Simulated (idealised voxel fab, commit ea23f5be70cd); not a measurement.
Title: Process Module voxel capacitor over wiring
This is section cut - it's 280 nm across, gridded in 5 nm square cells.
If you're reading a cross-section in this doc, picture square cells in a grid; it comes to you as bands, top ones listed first down to the bottom, and a band can be one or more rows of cells.
Heads up on the band format: heights come first, top then bottom, in nm. After that it's the materials left to right, each with its width in nm. A single material flagged "throughout" fills the whole band edge to edge, and "empty" means there's empty space there.
Heights are measured from 0, the level below which the as-received wafer is all one material; the lowest band has no bottom and continues downward, written as in "0 and below".
A width such as "30..40" changes by the same amount from each row of cells to the next, from the band's top row to its bottom row.
It should be understood that the words "remained unchanged", when stated for a given step, signify that the cross-section underwent no change in any of its cells during that step.
So "Closed cavities" is basically the list of trapped voids: any empty space of 8 cells or more that can't reach the top through an opening. They're written width x height at distance, the distance being from the left edge, and it's all nm.
Post-settings text on a step line: simulator's own remark regarding the step.
overlay nm: where the mask lay relative to plan, measured to the right, on steps with a mask; negatives go left.

This section lists the process steps that were planned
1) op RECEIVE | material Si
2) op CONFORMAL_DEP | material SiO2 | thk nm 10
3) op DIRECTIONAL_DEP | material TiN | thk nm 5
4) op DIRECTIONAL_DEP | material W | thk nm 20
5) op PATTERN | tone cover | mask id METAL_1 | material resist | width nm 20 | pitch nm 75 | thk nm 15 | overlay nm 0
6) op DIRECTIONAL_ETCH | etch materials W | depth nm 20
7) op DIRECTIONAL_ETCH | etch materials TiN | depth nm 5
8) op STRIP | etch materials resist
9) op FILL_DEP | material lowk | thk nm 5
10) op CMP | height nm 35
11) op CONFORMAL_DEP | material SiCN | thk nm 5
12) op DIRECTIONAL_DEP | material SiO2 | thk nm 20
13) op DIRECTIONAL_DEP | material aC | thk nm 15
14) op PATTERN | tone open | mask id PLUG_1 | material resist | width nm 15 | thk nm 35 | overlay nm 0
15) op DIRECTIONAL_ETCH | etch materials aC | depth nm 15
16) op STRIP | etch materials resist
17) op DIRECTIONAL_ETCH | etch materials SiO2 | depth nm 20
18) op DIRECTIONAL_ETCH | etch materials SiCN | depth nm 5
19) op STRIP | etch materials aC
20) op EPI | material Ru | thk nm 10
21) op EPI | material Ru | thk nm 10
22) op EPI | material Ru | thk nm 5
23) op DIRECTIONAL_DEP | material TiN | thk nm 5
24) op DIRECTIONAL_DEP | material SiN | thk nm 5
25) op DIRECTIONAL_DEP | material TiN | thk nm 5
26) op PATTERN | tone cover | mask id UPPER_PLATE | material resist | width nm 60 | thk nm 20 | overlay nm 0
27) op DIRECTIONAL_ETCH | etch materials TiN | depth nm 5
28) op DIRECTIONAL_ETCH | etch materials SiN | depth nm 5
29) op STRIP | etch materials resist
30) op MASKED_ETCH | tone cover | mask id LOWER_PLATE | width nm 70 | etch materials TiN | depth nm 5 | overlay nm 0
31) op FILL_DEP | material SiO2 | thk nm 15
32) op CMP | height nm 85
33) op MASKED_ETCH | tone open | mask id PLUG_2 | width nm 15 | etch materials SiO2 | depth nm 10 | overlay nm 0
34) op CONFORMAL_DEP | material TiN | thk nm 5
35) op FILL_DEP | material Cu | thk nm 5
36) op CMP | height nm 85
37) op CONFORMAL_DEP | material SiCN | thk nm 5

As-received state of the wafer in cross-section, equivalent to post-step 1
  0 and below  Si throughout
  Closed cavities: none

One mistake in running the module, otherwise start and plan as above: cross-section at the end
  90 down to 85  SiCN throughout
  85 down to 80  SiO2: 105  TiN: 5  Cu: 5  TiN: 5  SiO2: 160
  80 down to 70  SiO2: 105..95  TiN: 15..60  SiO2: 160..125
  70 down to 65  SiO2: 95  SiN: 60  SiO2: 125
  65 down to 60  SiO2: 90  TiN: 70  SiO2: 120
  60 down to 40  SiO2: 95  Ru: 20  SiO2: 165
  40 down to 35  SiCN: 95  Ru: 20  SiCN: 165
  35 down to 15  lowk: 90  W: 20  lowk: 55  W: 20  lowk: 95
  15 down to 10  lowk: 90  TiN: 20  lowk: 55  TiN: 20  lowk: 95
  10 down to 0  SiO2 throughout
  0 and below  Si throughout
  Closed cavities: none
The plan and the run diverged here: rather than as planned, step 14 actually ran as op PATTERN | tone open | mask id PLUG_1 | material resist | width nm 20 | thk nm 35 | overlay nm 0
